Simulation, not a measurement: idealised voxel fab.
process module | voxel tone inversion
cross-section cut | 150 nm wide | cells 5 nm
A cross-section is a grid of square cells, given in bands from the top down. A band is one or more rows of cells.
Each band's line starts with the height of the band's top and of its bottom, in nm. Then come its materials from left to right, each with its width in nm. One material with "throughout" fills the band from edge to edge. "air" is empty space.
Height 0 is the level under which the wafer as received is all one material. The lowest band goes on downwards, as in "0 down".
A width such as "30 to 40" changes by the same amount from each row of cells to the next, from the band's top row to its bottom row.
"no change" after a step means that no cell of the cross-section changed.
closed voids: empty space of 8 cells or more with no open way to the top, each as width x height at its distance from the left edge, in nm
after a step's settings: what the simulator itself notes on the step
overlay nm, on a step with a mask: how far to the right of its planned place the mask lay; to the left if negative
plan
1 op RECEIVE | material Si
2 op CONFORMAL_DEP | material SiN | thk nm 5
3 op DIRECTIONAL_DEP | material aC | thk nm 15
4 op PATTERN | tone cover | mask id POSTS | material resist | width nm 25 | pitch nm 40 | thk nm 25 | overlay nm 0
5 op DIRECTIONAL_ETCH | etch materials aC | depth nm 15
6 op STRIP | etch materials resist
7 op FILL_DEP | material SiO2 | thk nm 10
8 op CMP | height nm 20
9 op STRIP | etch materials aC
as received, after step 1
  0 down: Si throughout
  closed voids: none
first wafer at the end, as planned
  20 to 5: SiO2 40 | air 25 | SiO2 15 | air 25 | SiO2 45
  5 to 0: SiN throughout
  0 down: Si throughout
  closed voids: none
second wafer at the end: like start, like plan, one mistake
  20 to 15: SiN throughout
  15 to 0: aC throughout
  0 down: Si throughout
  closed voids: none
what went wrong: steps 2 and 3 were swapped
at the end the second wafer has, in cells: 60 fewer of SiO2 | 90 more of aC
